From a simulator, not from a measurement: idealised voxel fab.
Module name: voxel double patterning (process module)
Cross-section cut spans 200 nm and uses square cells 5 nm in size.
A cross-section is written here as square cells arranged in a grid, and it is given in bands from the top down, each band taking up one or more rows of cells.
The band entry comprises the height of the band's top followed by the height of its bottom, expressed in nm, and subsequently the band's materials from left to right, each stated together with its width in nm. Where a single material is marked with the word "edge to edge", that material fills the band from edge to edge. The word "empty" represents empty space.
Where do heights start? At 0: under that level the wafer as delivered is made of one material only. And the lowest band has no floor; it just carries on downward, as in "0 and below".
Top row gets the first number, bottom row gets the second, and each row in between changes by the same step: that is how a band width like "30 to 40" works.
"no modification" for a step: no cell of the cross-section changed in that step.
Empty spaces without an open route to the top, at least 8 cells in extent, make up the entry "Internal closed voids"; each is given as width x height at distance, where the distance is measured from the left edge, and all are in nm.
That trailing text on a step's line, after the settings, is the simulator's own remark on the step.
A step's line can hold "overlay nm"; with a mask on that step, the setting says how far right of the planned place the mask lay, while a negative setting says it lay to the left.
Pairs, read this way: before one process step on the one hand, after it on the other, the after cross-section ending at the lowest band that changed; the step between, settings included, beneath. Same starting wafer throughout, but possibly different runs of this module, so no pair continues from the pair above unless its entry headed "Before the step" says so.

[Before the step]
* 0 and below: Si edge to edge
* Internal closed voids: none

[Post-Process View]
* 5 down to 0: SiO2 edge to edge
* Nothing below the height 0 has changed.
* Internal closed voids: none
Intermediate step for the cross-sections above: CONFORMAL_DEP: material SiO2, thk nm 5

Before the step: This step starts from the configuration shown after the step in the pair immediately above.

[Post-Process View]
* 15 down to 5: W edge to edge
* Nothing below the height 5 has changed.
* Internal closed voids: none
Intermediate step for the cross-sections above: DIRECTIONAL_DEP: material W, thk nm 10

Before the step: This step starts from the configuration shown after the step in the pair immediately above.

[Post-Process View]
* 25 down to 15: SiCN edge to edge
* Nothing below the height 15 has changed.
* Internal closed voids: none
Intermediate step for the cross-sections above: DIRECTIONAL_DEP: material SiCN, thk nm 10

Before the step: This step starts from the configuration shown after the step in the pair immediately above.

[Post-Process View]
* 40 down to 25: aC edge to edge
* Nothing below the height 25 has changed.
* Internal closed voids: none
Intermediate step for the cross-sections above: DIRECTIONAL_DEP: material aC, thk nm 15

Before the step: This step starts from the configuration shown after the step in the pair immediately above.

[Post-Process View]
* 70 down to 40: resist 65; empty 15; resist 35; empty 15; resist 70
* Nothing below the height 40 has changed.
* Internal closed voids: none
Intermediate step for the cross-sections above: PATTERN: tone open, mask id FIRST, material resist, width nm 15, pitch nm 50, thk nm 30, overlay nm 0

Before the step: This step starts from the configuration shown after the step in the pair immediately above.

[Post-Process View]
* 55 down to 40: resist 65; empty 15; resist 35; empty 15; resist 70
* 40 down to 25: aC 65; empty 15; aC 35; empty 15; aC 70
* Nothing below the height 25 has changed.
* Internal closed voids: none
Intermediate step for the cross-sections above: DIRECTIONAL_ETCH: etch materials aC, depth nm 15

Before the step: This step starts from the configuration shown after the step in the pair immediately above.

[Post-Process View]
* 40 down to 25: aC 65; empty 15; aC 35; empty 15; aC 70
* Nothing below the height 25 has changed.
* Internal closed voids: none
Intermediate step for the cross-sections above: STRIP: etch materials resist

Before the step: This step starts from the configuration shown after the step in the pair immediately above.

[Post-Process View]
* 40 down to 25: aC 65; empty 15; aC 35; empty 15; aC 70
* 25 down to 15: SiCN 65; empty 15; SiCN 35; empty 15; SiCN 70
* Nothing below the height 15 has changed.
* Internal closed voids: none
Intermediate step for the cross-sections above: DIRECTIONAL_ETCH: etch materials SiCN, depth nm 10

Before the step: This step starts from the configuration shown after the step in the pair immediately above.

[Post-Process View]
* 25 down to 15: SiCN 65; empty 15; SiCN 35; empty 15; SiCN 70
* Nothing below the height 15 has changed.
* Internal closed voids: none
Intermediate step for the cross-sections above: STRIP: etch materials aC

Before the step: This step starts from the configuration shown after the step in the pair immediately above.

[Post-Process View]
* 40 down to 25: resist 90; empty 15; resist 95
* 25 down to 15: SiCN 65; resist 15; SiCN 35; resist 15; SiCN 70
* Nothing below the height 15 has changed.
* Internal closed voids: none
Intermediate step for the cross-sections above: PATTERN: tone open, mask id SECOND, material resist, width nm 15, thk nm 15, overlay nm 0

Before the step: This step starts from the configuration shown after the step in the pair immediately above.

[Post-Process View]
* 40 down to 25: resist 90; empty 15; resist 95
* 25 down to 15: SiCN 65; resist 15; SiCN 10; empty 15; SiCN 10; resist 15; SiCN 70
* Nothing below the height 15 has changed.
* Internal closed voids: none
Intermediate step for the cross-sections above: DIRECTIONAL_ETCH: etch materials SiCN, depth nm 10

Before the step: This step starts from the configuration shown after the step in the pair immediately above.

[Post-Process View]
* 25 down to 15: SiCN 65; empty 15; SiCN 10; empty 15; SiCN 10; empty 15; SiCN 70
* Nothing below the height 15 has changed.
* Internal closed voids: none
Intermediate step for the cross-sections above: STRIP: etch materials resist

Before the step: This step starts from the configuration shown after the step in the pair immediately above.

[Post-Process View]
* 25 down to 15: SiCN 65; empty 15; SiCN 10; empty 15; SiCN 10; empty 15; SiCN 70
* 15 down to 5: W 65; empty 15; W 10; empty 15; W 10; empty 15; W 70
* Nothing below the height 5 has changed.
* Internal closed voids: none
Intermediate step for the cross-sections above: DIRECTIONAL_ETCH: etch materials W, depth nm 10

Before the step: This step starts from the configuration shown after the step in the pair immediately above.

[Post-Process View]
* 15 down to 5: W 65; empty 15; W 10; empty 15; W 10; empty 15; W 70
* Nothing below the height 5 has changed.
* Internal closed voids: none
Intermediate step for the cross-sections above: STRIP: etch materials SiCN

[Before the step]
* 0 and below: Si edge to edge
* Internal closed voids: none

[Post-Process View]
* 10 down to 0: W edge to edge
* Nothing below the height 0 has changed.
* Internal closed voids: none
Intermediate step for the cross-sections above: DIRECTIONAL_DEP: material W, thk nm 10

Before the step: This step starts from the configuration shown after the step in the pair immediately above.

[Post-Process View]
* 20 down to 10: SiCN edge to edge
* Nothing below the height 10 has changed.
* Internal closed voids: none
Intermediate step for the cross-sections above: DIRECTIONAL_DEP: material SiCN, thk nm 10

Before the step: This step starts from the configuration shown after the step in the pair immediately above.

[Post-Process View]
* 35 down to 20: aC edge to edge
* Nothing below the height 20 has changed.
* Internal closed voids: none
Intermediate step for the cross-sections above: DIRECTIONAL_DEP: material aC, thk nm 15

Before the step: This step starts from the configuration shown after the step in the pair immediately above.

[Post-Process View]
* 65 down to 35: resist 65; empty 15; resist 35; empty 15; resist 70
* Nothing below the height 35 has changed.
* Internal closed voids: none
Intermediate step for the cross-sections above: PATTERN: tone open, mask id FIRST, material resist, width nm 15, pitch nm 50, thk nm 30, overlay nm 0

Before the step: This step starts from the configuration shown after the step in the pair immediately above.

[Post-Process View]
* 50 down to 35: resist 65; empty 15; resist 35; empty 15; resist 70
* 35 down to 20: aC 65; empty 15; aC 35; empty 15; aC 70
* Nothing below the height 20 has changed.
* Internal closed voids: none
Intermediate step for the cross-sections above: DIRECTIONAL_ETCH: etch materials aC, depth nm 15

Before the step: This step starts from the configuration shown after the step in the pair immediately above.

[Post-Process View]
* 35 down to 20: aC 65; empty 15; aC 35; empty 15; aC 70
* Nothing below the height 20 has changed.
* Internal closed voids: none
Intermediate step for the cross-sections above: STRIP: etch materials resist

Before the step: This step starts from the configuration shown after the step in the pair immediately above.

[Post-Process View]
* 35 down to 20: aC 65; empty 15; aC 35; empty 15; aC 70
* 20 down to 10: SiCN 65; empty 15; SiCN 35; empty 15; SiCN 70
* Nothing below the height 10 has changed.
* Internal closed voids: none
Intermediate step for the cross-sections above: DIRECTIONAL_ETCH: etch materials SiCN, depth nm 10

Before the step: This step starts from the configuration shown after the step in the pair immediately above.

[Post-Process View]
* 20 down to 10: SiCN 65; empty 15; SiCN 35; empty 15; SiCN 70
* Nothing below the height 10 has changed.
* Internal closed voids: none
Intermediate step for the cross-sections above: STRIP: etch materials aC

Before the step: This step starts from the configuration shown after the step in the pair immediately above.

[Post-Process View]
* 35 down to 20: resist 90; empty 15; resist 95
* 20 down to 10: SiCN 65; resist 15; SiCN 35; resist 15; SiCN 70
* Nothing below the height 10 has changed.
* Internal closed voids: none
Intermediate step for the cross-sections above: PATTERN: tone open, mask id SECOND, material resist, width nm 15, thk nm 15, overlay nm 0

Before the step: This step starts from the configuration shown after the step in the pair immediately above.

[Post-Process View]
* 35 down to 20: resist 90; empty 15; resist 95
* 20 down to 10: SiCN 65; resist 15; SiCN 10; empty 15; SiCN 10; resist 15; SiCN 70
* Nothing below the height 10 has changed.
* Internal closed voids: none
Intermediate step for the cross-sections above: DIRECTIONAL_ETCH: etch materials SiCN, depth nm 10

Before the step: This step starts from the configuration shown after the step in the pair immediately above.

[Post-Process View]
* 20 down to 10: SiCN 65; empty 15; SiCN 10; empty 15; SiCN 10; empty 15; SiCN 70
* Nothing below the height 10 has changed.
* Internal closed voids: none
Intermediate step for the cross-sections above: STRIP: etch materials resist

Before the step: This step starts from the configuration shown after the step in the pair immediately above.

[Post-Process View]
* 20 down to 10: SiCN 65; empty 15; SiCN 10; empty 15; SiCN 10; empty 15; SiCN 70
* 10 down to 0: W 65; empty 15; W 10; empty 15; W 10; empty 15; W 70
* Nothing below the height 0 has changed.
* Internal closed voids: none
Intermediate step for the cross-sections above: DIRECTIONAL_ETCH: etch materials W, depth nm 10

Before the step: This step starts from the configuration shown after the step in the pair immediately above.

[Post-Process View]
* 10 down to 0: W 65; empty 15; W 10; empty 15; W 10; empty 15; W 70
* Nothing below the height 0 has changed.
* Internal closed voids: none
Intermediate step for the cross-sections above: STRIP: etch materials SiCN

[Before the step]
* 10 down to 0: W edge to edge
* 0 and below: Si edge to edge
* Internal closed voids: none

[Post-Process View]
* 15 down to 10: SiO2 edge to edge
* Nothing below the height 10 has changed.
* Internal closed voids: none
Intermediate step for the cross-sections above: CONFORMAL_DEP: material SiO2, thk nm 5

Before the step: This step starts from the configuration shown after the step in the pair immediately above.

[Post-Process View]
* 25 down to 15: SiCN edge to edge
* Nothing below the height 15 has changed.
* Internal closed voids: none
Intermediate step for the cross-sections above: DIRECTIONAL_DEP: material SiCN, thk nm 10

Before the step: This step starts from the configuration shown after the step in the pair immediately above.

[Post-Process View]
* 40 down to 25: aC edge to edge
* Nothing below the height 25 has changed.
* Internal closed voids: none
Intermediate step for the cross-sections above: DIRECTIONAL_DEP: material aC, thk nm 15

Before the step: This step starts from the configuration shown after the step in the pair immediately above.

[Post-Process View]
* 70 down to 40: resist 65; empty 15; resist 35; empty 15; resist 70
* Nothing below the height 40 has changed.
* Internal closed voids: none
Intermediate step for the cross-sections above: PATTERN: tone open, mask id FIRST, material resist, width nm 15, pitch nm 50, thk nm 30, overlay nm 0

Before the step: This step starts from the configuration shown after the step in the pair immediately above.

[Post-Process View]
* 55 down to 40: resist 65; empty 15; resist 35; empty 15; resist 70
* 40 down to 25: aC 65; empty 15; aC 35; empty 15; aC 70
* Nothing below the height 25 has changed.
* Internal closed voids: none
Intermediate step for the cross-sections above: DIRECTIONAL_ETCH: etch materials aC, depth nm 15

Before the step: This step starts from the configuration shown after the step in the pair immediately above.

[Post-Process View]
* 40 down to 25: aC 65; empty 15; aC 35; empty 15; aC 70
* Nothing below the height 25 has changed.
* Internal closed voids: none
Intermediate step for the cross-sections above: STRIP: etch materials resist

Before the step: This step starts from the configuration shown after the step in the pair immediately above.

[Post-Process View]
* 40 down to 25: aC 65; empty 15; aC 35; empty 15; aC 70
* 25 down to 15: SiCN 65; empty 15; SiCN 35; empty 15; SiCN 70
* Nothing below the height 15 has changed.
* Internal closed voids: none
Intermediate step for the cross-sections above: DIRECTIONAL_ETCH: etch materials SiCN, depth nm 10

Before the step: This step starts from the configuration shown after the step in the pair immediately above.

[Post-Process View]
* 25 down to 15: SiCN 65; empty 15; SiCN 35; empty 15; SiCN 70
* Nothing below the height 15 has changed.
* Internal closed voids: none
Intermediate step for the cross-sections above: STRIP: etch materials aC

Before the step: This step starts from the configuration shown after the step in the pair immediately above.

[Post-Process View]
* 40 down to 25: resist 90; empty 15; resist 95
* 25 down to 15: SiCN 65; resist 15; SiCN 35; resist 15; SiCN 70
* Nothing below the height 15 has changed.
* Internal closed voids: none
Intermediate step for the cross-sections above: PATTERN: tone open, mask id SECOND, material resist, width nm 15, thk nm 15, overlay nm 0

Before the step: This step starts from the configuration shown after the step in the pair immediately above.

[Post-Process View]
* 40 down to 25: resist 90; empty 15; resist 95
* 25 down to 15: SiCN 65; resist 15; SiCN 10; empty 15; SiCN 10; resist 15; SiCN 70
* Nothing below the height 15 has changed.
* Internal closed voids: none
Intermediate step for the cross-sections above: DIRECTIONAL_ETCH: etch materials SiCN, depth nm 10

Before the step: This step starts from the configuration shown after the step in the pair immediately above.

[Post-Process View]
* 25 down to 15: SiCN 65; empty 15; SiCN 10; empty 15; SiCN 10; empty 15; SiCN 70
* Nothing below the height 15 has changed.
* Internal closed voids: none
Intermediate step for the cross-sections above: STRIP: etch materials resist

Before the step: This step starts from the configuration shown after the step in the pair immediately above.

[Post-Process View]
* 15 down to 10: SiO2 edge to edge
* Nothing below the height 10 has changed.
* Internal closed voids: none
Intermediate step for the cross-sections above: STRIP: etch materials SiCN

[Before the step]
* 5 down to 0: SiO2 edge to edge
* 0 and below: Si edge to edge
* Internal closed voids: none

[Post-Process View]
* 10 down to 5: W edge to edge
* Nothing below the height 5 has changed.
* Internal closed voids: none
Intermediate step for the cross-sections above: DIRECTIONAL_DEP: material W, thk nm 5

Before the step: This step starts from the configuration shown after the step in the pair immediately above.

[Post-Process View]
* 20 down to 10: SiCN edge to edge
* Nothing below the height 10 has changed.
* Internal closed voids: none
Intermediate step for the cross-sections above: DIRECTIONAL_DEP: material SiCN, thk nm 10

Before the step: This step starts from the configuration shown after the step in the pair immediately above.

[Post-Process View]
* 35 down to 20: aC edge to edge
* Nothing below the height 20 has changed.
* Internal closed voids: none
Intermediate step for the cross-sections above: DIRECTIONAL_DEP: material aC, thk nm 15

Before the step: This step starts from the configuration shown after the step in the pair immediately above.

[Post-Process View]
* 65 down to 35: resist 65; empty 15; resist 35; empty 15; resist 70
* Nothing below the height 35 has changed.
* Internal closed voids: none
Intermediate step for the cross-sections above: PATTERN: tone open, mask id FIRST, material resist, width nm 15, pitch nm 50, thk nm 30, overlay nm 0

Before the step: This step starts from the configuration shown after the step in the pair immediately above.

[Post-Process View]
* 50 down to 35: resist 65; empty 15; resist 35; empty 15; resist 70
* 35 down to 20: aC 65; empty 15; aC 35; empty 15; aC 70
* Nothing below the height 20 has changed.
* Internal closed voids: none
Intermediate step for the cross-sections above: DIRECTIONAL_ETCH: etch materials aC, depth nm 15

Before the step: This step starts from the configuration shown after the step in the pair immediately above.

[Post-Process View]
* 35 down to 20: aC 65; empty 15; aC 35; empty 15; aC 70
* Nothing below the height 20 has changed.
* Internal closed voids: none
Intermediate step for the cross-sections above: STRIP: etch materials resist

Before the step: This step starts from the configuration shown after the step in the pair immediately above.

[Post-Process View]
* 35 down to 20: aC 65; empty 15; aC 35; empty 15; aC 70
* 20 down to 10: SiCN 65; empty 15; SiCN 35; empty 15; SiCN 70
* Nothing below the height 10 has changed.
* Internal closed voids: none
Intermediate step for the cross-sections above: DIRECTIONAL_ETCH: etch materials SiCN, depth nm 10

Before the step: This step starts from the configuration shown after the step in the pair immediately above.

[Post-Process View]
* 20 down to 10: SiCN 65; empty 15; SiCN 35; empty 15; SiCN 70
* Nothing below the height 10 has changed.
* Internal closed voids: none
Intermediate step for the cross-sections above: STRIP: etch materials aC

Before the step: This step starts from the configuration shown after the step in the pair immediately above.

[Post-Process View]
* 35 down to 20: resist 90; empty 15; resist 95
* 20 down to 10: SiCN 65; resist 15; SiCN 35; resist 15; SiCN 70
* Nothing below the height 10 has changed.
* Internal closed voids: none
Intermediate step for the cross-sections above: PATTERN: tone open, mask id SECOND, material resist, width nm 15, thk nm 15, overlay nm 0

Before the step: This step starts from the configuration shown after the step in the pair immediately above.

[Post-Process View]
* 35 down to 20: resist 90; empty 15; resist 95
* 20 down to 10: SiCN 65; resist 15; SiCN 10; empty 15; SiCN 10; resist 15; SiCN 70
* Nothing below the height 10 has changed.
* Internal closed voids: none
Intermediate step for the cross-sections above: DIRECTIONAL_ETCH: etch materials SiCN, depth nm 10

Before the step: This step starts from the configuration shown after the step in the pair immediately above.

[Post-Process View]
* 20 down to 10: SiCN 65; empty 15; SiCN 10; empty 15; SiCN 10; empty 15; SiCN 70
* Nothing below the height 10 has changed.
* Internal closed voids: none
Intermediate step for the cross-sections above: STRIP: etch materials resist

Before the step: This step starts from the configuration shown after the step in the pair immediately above.

[Post-Process View]
* 20 down to 10: SiCN 65; empty 15; SiCN 10; empty 15; SiCN 10; empty 15; SiCN 70
* 10 down to 5: W 65; empty 15; W 10; empty 15; W 10; empty 15; W 70
* Nothing below the height 5 has changed.
* Internal closed voids: none
Intermediate step for the cross-sections above: DIRECTIONAL_ETCH: etch materials W, depth nm 10

Before the step: This step starts from the configuration shown after the step in the pair immediately above.

[Post-Process View]
* 10 down to 5: W 65; empty 15; W 10; empty 15; W 10; empty 15; W 70
* Nothing below the height 5 has changed.
* Internal closed voids: none
Intermediate step for the cross-sections above: STRIP: etch materials SiCN

[Before the step]
* 25 down to 15: SiCN 65; empty 15; SiCN 35; empty 15; SiCN 70
* 15 down to 5: W edge to edge
* 5 down to 0: SiO2 edge to edge
* 0 and below: Si edge to edge
* Internal closed voids: none

[Post-Process View]
* 40 down to 25: resist 90; empty 20; resist 90
* 25 down to 15: SiCN 65; resist 15; SiCN 35; resist 15; SiCN 70
* Nothing below the height 15 has changed.
* Internal closed voids: none
Intermediate step for the cross-sections above: PATTERN: tone open, mask id SECOND, material resist, width nm 20, thk nm 15, overlay nm 0

Before the step: This step starts from the configuration shown after the step in the pair immediately above.

[Post-Process View]
* 40 down to 25: resist 90; empty 20; resist 90
* 25 down to 15: SiCN 65; resist 15; SiCN 10; empty 20; SiCN 5; resist 15; SiCN 70
* Nothing below the height 15 has changed.
* Internal closed voids: none
Intermediate step for the cross-sections above: DIRECTIONAL_ETCH: etch materials SiCN, depth nm 10

Before the step: This step starts from the configuration shown after the step in the pair immediately above.

[Post-Process View]
* 25 down to 15: SiCN 65; empty 15; SiCN 10; empty 20; SiCN 5; empty 15; SiCN 70
* Nothing below the height 15 has changed.
* Internal closed voids: none
Intermediate step for the cross-sections above: STRIP: etch materials resist

Before the step: This step starts from the configuration shown after the step in the pair immediately above.

[Post-Process View]
* 25 down to 15: SiCN 65; empty 15; SiCN 10; empty 20; SiCN 5; empty 15; SiCN 70
* 15 down to 5: W 65; empty 15; W 10; empty 20; W 5; empty 15; W 70
* Nothing below the height 5 has changed.
* Internal closed voids: none
Intermediate step for the cross-sections above: DIRECTIONAL_ETCH: etch materials W, depth nm 10

Before the step: This step starts from the configuration shown after the step in the pair immediately above.

[Post-Process View]
* 15 down to 5: W 65; empty 15; W 10; empty 20; W 5; empty 15; W 70
* Nothing below the height 5 has changed.
* Internal closed voids: none
Intermediate step for the cross-sections above: STRIP: etch materials SiCN

[Before the step]
* 40 down to 25: aC edge to edge
* 25 down to 15: SiCN edge to edge
* 15 down to 5: W edge to edge
* 5 down to 0: SiO2 edge to edge
* 0 and below: Si edge to edge
* Internal closed voids: none

[Post-Process View]
* 70 down to 40: resist 75; empty 15; resist 35; empty 15; resist 60
* Nothing below the height 40 has changed.
* Internal closed voids: none
Intermediate step for the cross-sections above: PATTERN: tone open, mask id FIRST, material resist, width nm 15, pitch nm 50, thk nm 30, overlay nm 10

Before the step: This step starts from the configuration shown after the step in the pair immediately above.

[Post-Process View]
* 55 down to 40: resist 75; empty 15; resist 35; empty 15; resist 60
* 40 down to 25: aC 75; empty 15; aC 35; empty 15; aC 60
* Nothing below the height 25 has changed.
* Internal closed voids: none
Intermediate step for the cross-sections above: DIRECTIONAL_ETCH: etch materials aC, depth nm 15

Before the step: This step starts from the configuration shown after the step in the pair immediately above.

[Post-Process View]
* 40 down to 25: aC 75; empty 15; aC 35; empty 15; aC 60
* Nothing below the height 25 has changed.
* Internal closed voids: none
Intermediate step for the cross-sections above: STRIP: etch materials resist

Before the step: This step starts from the configuration shown after the step in the pair immediately above.

[Post-Process View]
* 40 down to 25: aC 75; empty 15; aC 35; empty 15; aC 60
* 25 down to 15: SiCN 75; empty 15; SiCN 35; empty 15; SiCN 60
* Nothing below the height 15 has changed.
* Internal closed voids: none
Intermediate step for the cross-sections above: DIRECTIONAL_ETCH: etch materials SiCN, depth nm 10

Before the step: This step starts from the configuration shown after the step in the pair immediately above.

[Post-Process View]
* 25 down to 15: SiCN 75; empty 15; SiCN 35; empty 15; SiCN 60
* Nothing below the height 15 has changed.
* Internal closed voids: none
Intermediate step for the cross-sections above: STRIP: etch materials aC

Before the step: This step starts from the configuration shown after the step in the pair immediately above.

[Post-Process View]
* 40 down to 25: resist 90; empty 15; resist 95
* 25 down to 15: SiCN 75; resist 15; SiCN 35; resist 15; SiCN 60
* Nothing below the height 15 has changed.
* Internal closed voids: none
Intermediate step for the cross-sections above: PATTERN: tone open, mask id SECOND, material resist, width nm 15, thk nm 15, overlay nm 0

Before the step: This step starts from the configuration shown after the step in the pair immediately above.

[Post-Process View]
* 40 down to 25: resist 90; empty 15; resist 95
* 25 down to 15: SiCN 75; resist 15; empty 15; SiCN 20; resist 15; SiCN 60
* Nothing below the height 15 has changed.
* Internal closed voids: none
Intermediate step for the cross-sections above: DIRECTIONAL_ETCH: etch materials SiCN, depth nm 10

Before the step: This step starts from the configuration shown after the step in the pair immediately above.

[Post-Process View]
* 25 down to 15: SiCN 75; empty 30; SiCN 20; empty 15; SiCN 60
* Nothing below the height 15 has changed.
* Internal closed voids: none
Intermediate step for the cross-sections above: STRIP: etch materials resist

Before the step: This step starts from the configuration shown after the step in the pair immediately above.

[Post-Process View]
* 25 down to 15: SiCN 75; empty 30; SiCN 20; empty 15; SiCN 60
* 15 down to 5: W 75; empty 30; W 20; empty 15; W 60
* Nothing below the height 5 has changed.
* Internal closed voids: none
Intermediate step for the cross-sections above: DIRECTIONAL_ETCH: etch materials W, depth nm 10

Before the step: This step starts from the configuration shown after the step in the pair immediately above.

[Post-Process View]
* 15 down to 5: W 75; empty 30; W 20; empty 15; W 60
* Nothing below the height 5 has changed.
* Internal closed voids: none
Intermediate step for the cross-sections above: STRIP: etch materials SiCN

[Before the step]
* 0 and below: Si edge to edge
* Internal closed voids: none

[Post-Process View]
* 5 down to 0: aC edge to edge
* Nothing below the height 0 has changed.
* Internal closed voids: none
Intermediate step for the cross-sections above: CONFORMAL_DEP: material aC, thk nm 5

Before the step: This step starts from the configuration shown after the step in the pair immediately above.

[Post-Process View]
* 15 down to 5: W edge to edge
* Nothing below the height 5 has changed.
* Internal closed voids: none
Intermediate step for the cross-sections above: DIRECTIONAL_DEP: material W, thk nm 10

Before the step: This step starts from the configuration shown after the step in the pair immediately above.

[Post-Process View]
* 25 down to 15: SiCN edge to edge
* Nothing below the height 15 has changed.
* Internal closed voids: none
Intermediate step for the cross-sections above: DIRECTIONAL_DEP: material SiCN, thk nm 10

Before the step: This step starts from the configuration shown after the step in the pair immediately above.

[Post-Process View]
* 40 down to 25: aC edge to edge
* Nothing below the height 25 has changed.
* Internal closed voids: none
Intermediate step for the cross-sections above: DIRECTIONAL_DEP: material aC, thk nm 15

Before the step: This step starts from the configuration shown after the step in the pair immediately above.

[Post-Process View]
* 70 down to 40: resist 65; empty 15; resist 35; empty 15; resist 70
* Nothing below the height 40 has changed.
* Internal closed voids: none
Intermediate step for the cross-sections above: PATTERN: tone open, mask id FIRST, material resist, width nm 15, pitch nm 50, thk nm 30, overlay nm 0

Before the step: This step starts from the configuration shown after the step in the pair immediately above.

[Post-Process View]
* 55 down to 40: resist 65; empty 15; resist 35; empty 15; resist 70
* 40 down to 25: aC 65; empty 15; aC 35; empty 15; aC 70
* Nothing below the height 25 has changed.
* Internal closed voids: none
Intermediate step for the cross-sections above: DIRECTIONAL_ETCH: etch materials aC, depth nm 15

Before the step: This step starts from the configuration shown after the step in the pair immediately above.

[Post-Process View]
* 40 down to 25: aC 65; empty 15; aC 35; empty 15; aC 70
* Nothing below the height 25 has changed.
* Internal closed voids: none
Intermediate step for the cross-sections above: STRIP: etch materials resist

Before the step: This step starts from the configuration shown after the step in the pair immediately above.

[Post-Process View]
* 40 down to 25: aC 65; empty 15; aC 35; empty 15; aC 70
* 25 down to 15: SiCN 65; empty 15; SiCN 35; empty 15; SiCN 70
* Nothing below the height 15 has changed.
* Internal closed voids: none
Intermediate step for the cross-sections above: DIRECTIONAL_ETCH: etch materials SiCN, depth nm 10

Before the step: This step starts from the configuration shown after the step in the pair immediately above.

[Post-Process View]
* 25 down to 15: SiCN 65; empty 15; SiCN 35; empty 15; SiCN 70
* Nothing below the height 15 has changed.
* Internal closed voids: none
Intermediate step for the cross-sections above: STRIP: etch materials aC

Before the step: This step starts from the configuration shown after the step in the pair immediately above.

[Post-Process View]
* 40 down to 25: resist 90; empty 15; resist 95
* 25 down to 15: SiCN 65; resist 15; SiCN 35; resist 15; SiCN 70
* Nothing below the height 15 has changed.
* Internal closed voids: none
Intermediate step for the cross-sections above: PATTERN: tone open, mask id SECOND, material resist, width nm 15, thk nm 15, overlay nm 0

Before the step: This step starts from the configuration shown after the step in the pair immediately above.

[Post-Process View]
* 40 down to 25: resist 90; empty 15; resist 95
* 25 down to 15: SiCN 65; resist 15; SiCN 10; empty 15; SiCN 10; resist 15; SiCN 70
* Nothing below the height 15 has changed.
* Internal closed voids: none
Intermediate step for the cross-sections above: DIRECTIONAL_ETCH: etch materials SiCN, depth nm 10

Before the step: This step starts from the configuration shown after the step in the pair immediately above.

[Post-Process View]
* 25 down to 15: SiCN 65; empty 15; SiCN 10; empty 15; SiCN 10; empty 15; SiCN 70
* Nothing below the height 15 has changed.
* Internal closed voids: none
Intermediate step for the cross-sections above: STRIP: etch materials resist

Before the step: This step starts from the configuration shown after the step in the pair immediately above.

[Post-Process View]
* 25 down to 15: SiCN 65; empty 15; SiCN 10; empty 15; SiCN 10; empty 15; SiCN 70
* 15 down to 5: W 65; empty 15; W 10; empty 15; W 10; empty 15; W 70
* Nothing below the height 5 has changed.
* Internal closed voids: none
Intermediate step for the cross-sections above: DIRECTIONAL_ETCH: etch materials W, depth nm 10

Before the step: This step starts from the configuration shown after the step in the pair immediately above.

[Post-Process View]
* 15 down to 5: W 65; empty 15; W 10; empty 15; W 10; empty 15; W 70
* Nothing below the height 5 has changed.
* Internal closed voids: none
Intermediate step for the cross-sections above: STRIP: etch materials SiCN

[Before the step]
* 40 down to 25: aC edge to edge
* 25 down to 15: SiCN edge to edge
* 15 down to 5: W edge to edge
* 5 down to 0: SiO2 edge to edge
* 0 and below: Si edge to edge
* Internal closed voids: none

[Post-Process View]
* 70 down to 40: empty 65; resist 15; empty 35; resist 15; empty 70
* Nothing below the height 40 has changed.
* Internal closed voids: none
Intermediate step for the cross-sections above: PATTERN: tone cover, mask id FIRST, material resist, width nm 15, pitch nm 50, thk nm 30, overlay nm 0

Before the step: This step starts from the configuration shown after the step in the pair immediately above.

[Post-Process View]
* 55 down to 40: empty 65; resist 15; empty 35; resist 15; empty 70
* 40 down to 25: empty 65; aC 15; empty 35; aC 15; empty 70
* Nothing below the height 25 has changed.
* Internal closed voids: none
Intermediate step for the cross-sections above: DIRECTIONAL_ETCH: etch materials aC, depth nm 15

Before the step: This step starts from the configuration shown after the step in the pair immediately above.

[Post-Process View]
* 40 down to 25: empty 65; aC 15; empty 35; aC 15; empty 70
* Nothing below the height 25 has changed.
* Internal closed voids: none
Intermediate step for the cross-sections above: STRIP: etch materials resist

Before the step: This step starts from the configuration shown after the step in the pair immediately above.

[Post-Process View]
* 40 down to 25: empty 65; aC 15; empty 35; aC 15; empty 70
* 25 down to 15: empty 65; SiCN 15; empty 35; SiCN 15; empty 70
* Nothing below the height 15 has changed.
* Internal closed voids: none
Intermediate step for the cross-sections above: DIRECTIONAL_ETCH: etch materials SiCN, depth nm 10

Before the step: This step starts from the configuration shown after the step in the pair immediately above.

[Post-Process View]
* 25 down to 15: empty 65; SiCN 15; empty 35; SiCN 15; empty 70
* Nothing below the height 15 has changed.
* Internal closed voids: none
Intermediate step for the cross-sections above: STRIP: etch materials aC

Before the step: This step starts from the configuration shown after the step in the pair immediately above.

[Post-Process View]
* 40 down to 25: resist 90; empty 15; resist 95
* 25 down to 15: resist 65; SiCN 15; resist 10; empty 15; resist 10; SiCN 15; resist 70
* Nothing below the height 15 has changed.
* Internal closed voids: none
Intermediate step for the cross-sections above: PATTERN: tone open, mask id SECOND, material resist, width nm 15, thk nm 15, overlay nm 0

Before the step: This step starts from the configuration shown after the step in the pair immediately above.

[Post-Process View]
* 25 down to 15: empty 65; SiCN 15; empty 35; SiCN 15; empty 70
* Nothing below the height 15 has changed.
* Internal closed voids: none
Intermediate step for the cross-sections above: STRIP: etch materials resist

Before the step: This step starts from the configuration shown after the step in the pair immediately above.

[Post-Process View]
* 25 down to 15: empty 65; SiCN 15; empty 35; SiCN 15; empty 70
* 15 down to 5: empty 65; W 15; empty 35; W 15; empty 70
* Nothing below the height 5 has changed.
* Internal closed voids: none
Intermediate step for the cross-sections above: DIRECTIONAL_ETCH: etch materials W, depth nm 10

Before the step: This step starts from the configuration shown after the step in the pair immediately above.

[Post-Process View]
* 15 down to 5: empty 65; W 15; empty 35; W 15; empty 70
* Nothing below the height 5 has changed.
* Internal closed voids: none
Intermediate step for the cross-sections above: STRIP: etch materials SiCN
